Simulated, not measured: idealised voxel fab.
process module | voxel self aligned vias
cross-section cut | 170 nm wide | cells 5 nm
A cross-section is a grid of square cells, given in bands from the top down. A band is one or more rows of cells.
Each band's line starts with the height of the band's top and of its bottom, in nm. Then come its materials from left to right, each with its width in nm. One material with "throughout" fills the band from edge to edge. "air" is empty space.
Height 0 is the level under which the wafer as received is all one material. The lowest band goes on downwards, as in "0 down".
A width such as "30 to 40" changes by the same amount from each row of cells to the next, from the band's top row to its bottom row.
"no change" after a step means that no cell of the cross-section changed.
closed voids: empty space of 8 cells or more with no open way to the top, each as width x height at its distance from the left edge, in nm
after a step's settings: what the simulator itself notes on the step
overlay nm, on a step with a mask: how far to the right of its planned place the mask lay; to the left if negative
plan
1 op RECEIVE | material Si
2 op CONFORMAL_DEP | material SiO2 | thk nm 15
3 op CONFORMAL_DEP | material SiCN | thk nm 5
4 op DIRECTIONAL_DEP | material SiO2 | thk nm 30
5 op MASKED_ETCH | tone open | mask id LINES | width nm 30 | pitch nm 75 | etch materials SiO2 | depth nm 30 | overlay nm 0
6 op CONFORMAL_DEP | material TiN | thk nm 5
7 op FILL_DEP | material W | thk nm 5
8 op CMP | height nm 50
9 op SELECTIVE_ETCH | etch materials W Ru TiN | depth nm 10
10 op FILL_DEP | material SiN | thk nm 5
11 op CMP | height nm 50
12 op DIRECTIONAL_DEP | material SiO2 | thk nm 20
13 op PATTERN | tone open | mask id VIAS | material resist | width nm 50 | pitch nm 75 | thk nm 20 | overlay nm 0
14 op DIRECTIONAL_ETCH | etch materials SiO2 | depth nm 20
15 op DIRECTIONAL_ETCH | etch materials SiN | depth nm 10
16 op STRIP | etch materials resist
17 op CONFORMAL_DEP | material TiN | thk nm 5
18 op FILL_DEP | material Cu | thk nm 5
19 op CMP | height nm 70
20 op CONFORMAL_DEP | material SiCN | thk nm 5
first wafer, as planned
as received, after step 1
  0 down: Si throughout
  closed voids: none
after step 2
  15 to 0: SiO2 throughout
  below 0: unchanged
after step 3
  20 to 15: SiCN throughout
  below 15: unchanged
after step 4
  50 to 20: SiO2 throughout
  below 20: unchanged
after step 5
  50 to 20: SiO2 30 | air 30 | SiO2 45 | air 30 | SiO2 35
  below 20: unchanged
after step 6
  55 to 50: TiN 35 | air 20 | TiN 55 | air 20 | TiN 40
  50 to 25: SiO2 30 | TiN 5 | air 20 | TiN 5 | SiO2 45 | TiN 5 | air 20 | TiN 5 | SiO2 35
  25 to 20: SiO2 30 | TiN 30 | SiO2 45 | TiN 30 | SiO2 35
  below 20: unchanged
after step 7
  60 to 55: W throughout
  55 to 50: TiN 35 | W 20 | TiN 55 | W 20 | TiN 40
  50 to 25: SiO2 30 | TiN 5 | W 20 | TiN 5 | SiO2 45 | TiN 5 | W 20 | TiN 5 | SiO2 35
  below 25: unchanged
after step 8
  50 to 25: SiO2 30 | TiN 5 | W 20 | TiN 5 | SiO2 45 | TiN 5 | W 20 | TiN 5 | SiO2 35
  below 25: unchanged
after step 9
  50 to 40: SiO2 30 | air 30 | SiO2 45 | air 30 | SiO2 35
  below 40: unchanged
after step 10
  55 to 50: SiN throughout
  50 to 40: SiO2 30 | SiN 30 | SiO2 45 | SiN 30 | SiO2 35
  below 40: unchanged
after step 11
  50 to 40: SiO2 30 | SiN 30 | SiO2 45 | SiN 30 | SiO2 35
  below 40: unchanged
after step 12
  70 to 50: SiO2 throughout
  below 50: unchanged
after step 13
  90 to 70: resist 20 | air 50 | resist 25 | air 50 | resist 25
  below 70: unchanged
after step 14
  90 to 70: resist 20 | air 50 | resist 25 | air 50 | resist 25
  70 to 50: SiO2 20 | air 50 | SiO2 25 | air 50 | SiO2 25
  below 50: unchanged
after step 15
  90 to 70: resist 20 | air 50 | resist 25 | air 50 | resist 25
  70 to 50: SiO2 20 | air 50 | SiO2 25 | air 50 | SiO2 25
  50 to 40: SiO2 30 | air 30 | SiO2 45 | air 30 | SiO2 35
  below 40: unchanged
after step 16
  70 to 50: SiO2 20 | air 50 | SiO2 25 | air 50 | SiO2 25
  below 50: unchanged
after step 17
  75 to 70: TiN 25 | air 40 | TiN 35 | air 40 | TiN 30
  70 to 55: SiO2 20 | TiN 5 | air 40 | TiN 5 | SiO2 25 | TiN 5 | air 40 | TiN 5 | SiO2 25
  55 to 45: SiO2 20 to 30 | TiN 15 to 5 | air 20 | TiN 15 to 5 | SiO2 25 to 45 | TiN 15 to 5 | air 20 | TiN 15 to 5 | SiO2 25 to 35
  45 to 40: SiO2 30 | TiN 30 | SiO2 45 | TiN 30 | SiO2 35
  below 40: unchanged
after step 18
  80 to 75: Cu throughout
  75 to 70: TiN 25 | Cu 40 | TiN 35 | Cu 40 | TiN 30
  70 to 55: SiO2 20 | TiN 5 | Cu 40 | TiN 5 | SiO2 25 | TiN 5 | Cu 40 | TiN 5 | SiO2 25
  55 to 45: SiO2 20 to 30 | TiN 15 to 5 | Cu 20 | TiN 15 to 5 | SiO2 25 to 45 | TiN 15 to 5 | Cu 20 | TiN 15 to 5 | SiO2 25 to 35
  below 45: unchanged
after step 19
  70 to 55: SiO2 20 | TiN 5 | Cu 40 | TiN 5 | SiO2 25 | TiN 5 | Cu 40 | TiN 5 | SiO2 25
  below 55: unchanged
after step 20
  75 to 70: SiCN throughout
  below 70: unchanged
second wafer: like start, like plan, one mistake. Through step 4 it matches the first wafer
when step 5 should have ended
  50 to 20: air 30 | SiO2 30 | air 45 | SiO2 30 | air 35
  below 20: unchanged
when step 6 should have ended
  55 to 50: air 25 | TiN 40 | air 35 | TiN 40 | air 30
  50 to 25: air 25 | TiN 5 | SiO2 30 | TiN 5 | air 35 | TiN 5 | SiO2 30 | TiN 5 | air 30
  25 to 20: TiN 30 | SiO2 30 | TiN 45 | SiO2 30 | TiN 35
  below 20: unchanged
when step 7 should have ended
  60 to 55: W throughout
  55 to 50: W 25 | TiN 40 | W 35 | TiN 40 | W 30
  50 to 25: W 25 | TiN 5 | SiO2 30 | TiN 5 | W 35 | TiN 5 | SiO2 30 | TiN 5 | W 30
  below 25: unchanged
when step 8 should have ended
  50 to 25: W 25 | TiN 5 | SiO2 30 | TiN 5 | W 35 | TiN 5 | SiO2 30 | TiN 5 | W 30
  below 25: unchanged
when step 9 should have ended
  50 to 40: air 30 | SiO2 30 | air 45 | SiO2 30 | air 35
  below 40: unchanged
when step 10 should have ended
  55 to 50: SiN throughout
  50 to 40: SiN 30 | SiO2 30 | SiN 45 | SiO2 30 | SiN 35
  below 40: unchanged
when step 11 should have ended
  50 to 40: SiN 30 | SiO2 30 | SiN 45 | SiO2 30 | SiN 35
  below 40: unchanged
when step 12 should have ended
  70 to 50: SiO2 throughout
  below 50: unchanged
when step 13 should have ended
  90 to 70: resist 20 | air 50 | resist 25 | air 50 | resist 25
  below 70: unchanged
when step 14 should have ended
  90 to 70: resist 20 | air 50 | resist 25 | air 50 | resist 25
  70 to 50: SiO2 20 | air 50 | SiO2 25 | air 50 | SiO2 25
  below 50: unchanged
when step 15 should have ended
  90 to 70: resist 20 | air 50 | resist 25 | air 50 | resist 25
  70 to 50: SiO2 20 | air 50 | SiO2 25 | air 50 | SiO2 25
  50 to 40: SiN 20 | air 10 | SiO2 30 | air 10 | SiN 25 | air 10 | SiO2 30 | air 10 | SiN 25
  below 40: unchanged
when step 16 should have ended
  70 to 50: SiO2 20 | air 50 | SiO2 25 | air 50 | SiO2 25
  below 50: unchanged
when step 17 should have ended
  75 to 70: TiN 25 | air 40 | TiN 35 | air 40 | TiN 30
  70 to 55: SiO2 20 | TiN 5 | air 40 | TiN 5 | SiO2 25 | TiN 5 | air 40 | TiN 5 | SiO2 25
  55 to 50: SiO2 20 | TiN 50 | SiO2 25 | TiN 50 | SiO2 25
  50 to 40: SiN 20 | TiN 10 | SiO2 30 | TiN 10 | SiN 25 | TiN 10 | SiO2 30 | TiN 10 | SiN 25
  below 40: unchanged
when step 18 should have ended
  80 to 75: Cu throughout
  75 to 70: TiN 25 | Cu 40 | TiN 35 | Cu 40 | TiN 30
  70 to 55: SiO2 20 | TiN 5 | Cu 40 | TiN 5 | SiO2 25 | TiN 5 | Cu 40 | TiN 5 | SiO2 25
  below 55: unchanged
when step 19 should have ended
  70 to 55: SiO2 20 | TiN 5 | Cu 40 | TiN 5 | SiO2 25 | TiN 5 | Cu 40 | TiN 5 | SiO2 25
  below 55: unchanged
when step 20 should have ended
  75 to 70: SiCN throughout
  below 70: unchanged
what went wrong: step 5 ran as: op MASKED_ETCH | tone cover | mask id LINES | width nm 30 | pitch nm 75 | etch materials SiO2 | depth nm 30 | overlay nm 0
at the end the second wafer has, in cells: 16 fewer of Cu | 28 more of SiN | 60 fewer of SiO2 | 18 more of TiN | 30 more of W
